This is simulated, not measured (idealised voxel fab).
This is a process module. Its name is voxel wiring stack.
Section cut is 245 nm wide and gridded with 5 nm square cells.
Bands, listed from the top down, are how a cross-section gets written in this document; the cross-section itself is a grid of square cells, and a band is one or more rows of them.
The entry gives the band's vertical extent as a top height and a bottom height in nm, then its horizontal make-up as materials from left to right, each with a width in nm. "empty" stands for empty space; a single material marked "throughout" fills the band edge to edge.
All heights in this document are referenced to 0, defined as the level beneath which the wafer, as received, consists entirely of one material. The lowest band is not bounded below; it extends indefinitely downward and is written in the form "0 down".
Read "30..40" as a graded width: first number on top, second number at the bottom, same change between each pair of neighbouring rows.
"no change occurred" for a step: no cell of the cross-section changed in that step.
Entry "Enclosed void entries" = empty spaces >= 8 cells with no open way to the top; each as width x height at distance, distance from left edge, all nm.
The remark found on a step's line after its settings is issued by the simulator itself and pertains to that step.
The line of a step may include "overlay nm". On a step with a mask, this value is how far to the right of its planned place the mask lay. A negative value means the mask lay to the left.

Planned process steps
step 1: RECEIVE with material Si
step 2: CONFORMAL_DEP with material SiO2, thk nm 15
step 3: CONFORMAL_DEP with material SiN, thk nm 5
step 4: DIRECTIONAL_DEP with material SiO2, thk nm 20
step 5: DIRECTIONAL_DEP with material aC, thk nm 15
step 6: PATTERN with tone open, mask id METAL_1, material resist, width nm 20, pitch nm 45, thk nm 30, overlay nm 0
step 7: DIRECTIONAL_ETCH with etch materials aC, depth nm 15
step 8: STRIP with etch materials resist
step 9: DIRECTIONAL_ETCH with etch materials SiO2, depth nm 20
step 10: DIRECTIONAL_ETCH with etch materials SiN, depth nm 5
step 11: STRIP with etch materials aC
step 12: CONFORMAL_DEP with material TiN, thk nm 5
step 13: FILL_DEP with material W, thk nm 10
step 14: CMP with height nm 40
step 15: EPI with material Ru, thk nm 5
step 16: FILL_DEP with material SiCN, thk nm 5
step 17: DIRECTIONAL_DEP with material lowk, thk nm 30
step 18: PATTERN with tone open, mask id METAL_2, material resist, width nm 20, pitch nm 45, thk nm 15, overlay nm 0
step 19: DIRECTIONAL_ETCH with etch materials lowk, depth nm 15
step 20: STRIP with etch materials resist
step 21: DIRECTIONAL_DEP with material aC, thk nm 10
step 22: PATTERN with tone open, mask id METAL_2_HOLES, material resist, width nm 15, pitch nm 45, thk nm 30, overlay nm 0
step 23: DIRECTIONAL_ETCH with etch materials aC, depth nm 10
step 24: STRIP with etch materials resist
step 25: DIRECTIONAL_ETCH with etch materials lowk, depth nm 15
step 26: DIRECTIONAL_ETCH with etch materials SiCN, depth nm 5
step 27: STRIP with etch materials aC
step 28: CONFORMAL_DEP with material TiN, thk nm 5
step 29: FILL_DEP with material Ru, thk nm 5
step 30: CMP with height nm 80
step 31: CONFORMAL_DEP with material SiCN, thk nm 5
step 32: DIRECTIONAL_DEP with material lowk, thk nm 30
step 33: MASKED_ETCH with tone open, mask id METAL_3_HOLES, width nm 15, pitch nm 45, etch materials lowk, depth nm 30, overlay nm 0
step 34: MASKED_ETCH with tone open, mask id METAL_3, width nm 20, pitch nm 45, etch materials lowk, depth nm 15, overlay nm 0
step 35: MASKED_ETCH with tone open, mask id METAL_3, width nm 20, pitch nm 45, etch materials SiCN, depth nm 5, overlay nm 0
step 36: CONFORMAL_DEP with material TiN, thk nm 5
step 37: FILL_DEP with material Ru, thk nm 10
step 38: CMP with height nm 115
step 39: CONFORMAL_DEP with material SiCN, thk nm 5
step 40: DIRECTIONAL_DEP with material SiO2, thk nm 35
step 41: DIRECTIONAL_DEP with material aC, thk nm 10
step 42: PATTERN with tone open, mask id METAL_4, material resist, width nm 20, pitch nm 45, thk nm 25, overlay nm 0
step 43: DIRECTIONAL_ETCH with etch materials aC, depth nm 10
step 44: STRIP with etch materials resist
step 45: DIRECTIONAL_ETCH with etch materials SiO2, depth nm 20
step 46: STRIP with etch materials aC
step 47: MASKED_ETCH with tone open, mask id METAL_4_HOLES, width nm 15, pitch nm 45, etch materials SiO2, depth nm 15, overlay nm 0
step 48: MASKED_ETCH with tone open, mask id METAL_4_HOLES, width nm 15, pitch nm 45, etch materials SiCN, depth nm 5, overlay nm 0
step 49: CONFORMAL_DEP with material TiN, thk nm 5
step 50: FILL_DEP with material Cu, thk nm 5
step 51: CMP with height nm 155
step 52: CONFORMAL_DEP with material SiN, thk nm 5

As-received state of the wafer in cross-section, equivalent to post-step 1
  0 down  Si throughout
  Enclosed void entries: none

Final cross-section, module run with one mistake (start and plan as above)
  155 to 150  SiN throughout
  150 to 140  SiO2=45 / TiN=5 / Cu=10 / TiN=5 / SiO2=25 / TiN=5 / Cu=10 / TiN=5 / SiO2=25 / TiN=5 / Cu=10 / TiN=5 / SiO2=25 / TiN=5 / Cu=10 / TiN=5 / SiO2=45
  140 to 135  SiO2=45 / TiN=5 / Cu=5 / TiN=10 / SiO2=25 / TiN=5 / Cu=5 / TiN=10 / SiO2=25 / TiN=5 / Cu=5 / TiN=10 / SiO2=25 / TiN=5 / Cu=5 / TiN=10 / SiO2=45
  135 to 120  SiO2=45 / TiN=5 / Cu=5 / TiN=5 / SiO2=30 / TiN=5 / Cu=5 / TiN=5 / SiO2=30 / TiN=5 / Cu=5 / TiN=5 / SiO2=30 / TiN=5 / Cu=5 / TiN=5 / SiO2=50
  120 to 115  SiCN=45 / TiN=15 / SiCN=30 / TiN=15 / SiCN=30 / TiN=15 / SiCN=30 / TiN=15 / SiCN=50
  115 to 105  lowk=45 / TiN=5 / Ru=10 / TiN=5 / lowk=25 / TiN=5 / Ru=10 / TiN=5 / lowk=25 / TiN=5 / Ru=10 / TiN=5 / lowk=25 / TiN=5 / Ru=10 / TiN=5 / lowk=45
  105 to 100  lowk=45 / TiN=5 / Ru=5 / TiN=10 / lowk=25 / TiN=5 / Ru=5 / TiN=10 / lowk=25 / TiN=5 / Ru=5 / TiN=10 / lowk=25 / TiN=5 / Ru=5 / TiN=10 / lowk=45
  100 to 85  lowk=45 / TiN=5 / Ru=5 / TiN=5 / lowk=30 / TiN=5 / Ru=5 / TiN=5 / lowk=30 / TiN=5 / Ru=5 / TiN=5 / lowk=30 / TiN=5 / Ru=5 / TiN=5 / lowk=50
  85 to 80  SiCN=45 / TiN=15 / SiCN=30 / TiN=15 / SiCN=30 / TiN=15 / SiCN=30 / TiN=15 / SiCN=50
  80 to 70  lowk=45 / TiN=5 / Ru=10 / TiN=5 / lowk=25 / TiN=5 / Ru=10 / TiN=5 / lowk=25 / TiN=5 / Ru=10 / TiN=5 / lowk=25 / TiN=5 / Ru=10 / TiN=5 / lowk=45
  70 to 65  lowk=45 / TiN=5 / Ru=5 / TiN=10 / lowk=25 / TiN=5 / Ru=5 / TiN=10 / lowk=25 / TiN=5 / Ru=5 / TiN=10 / lowk=25 / TiN=5 / Ru=5 / TiN=10 / lowk=45
  65 to 50  lowk=45 / TiN=5 / Ru=5 / TiN=5 / lowk=30 / TiN=5 / Ru=5 / TiN=5 / lowk=30 / TiN=5 / Ru=5 / TiN=5 / lowk=30 / TiN=5 / Ru=5 / TiN=5 / lowk=50
  50 to 45  SiCN=45 / TiN=15 / SiCN=30 / TiN=15 / SiCN=30 / TiN=15 / SiCN=30 / TiN=15 / SiCN=50
  45 to 40  SiCN=40 / Ru=30 / SiCN=15 / Ru=30 / SiCN=15 / Ru=30 / SiCN=15 / Ru=30 / SiCN=40
  40 to 20  SiO2=45 / TiN=5 / W=10 / TiN=5 / SiO2=25 / TiN=5 / W=10 / TiN=5 / SiO2=25 / TiN=5 / W=10 / TiN=5 / SiO2=25 / TiN=5 / W=10 / TiN=5 / SiO2=45
  20 to 15  SiN=45 / TiN=20 / SiN=25 / TiN=20 / SiN=25 / TiN=20 / SiN=25 / TiN=20 / SiN=45
  15 to 0  SiO2 throughout
  0 down  Si throughout
  Enclosed void entries: none
Which mistake was made when the wafer was run? for step 51, the planned setting was not used; the step was instead run as CMP with height nm 150
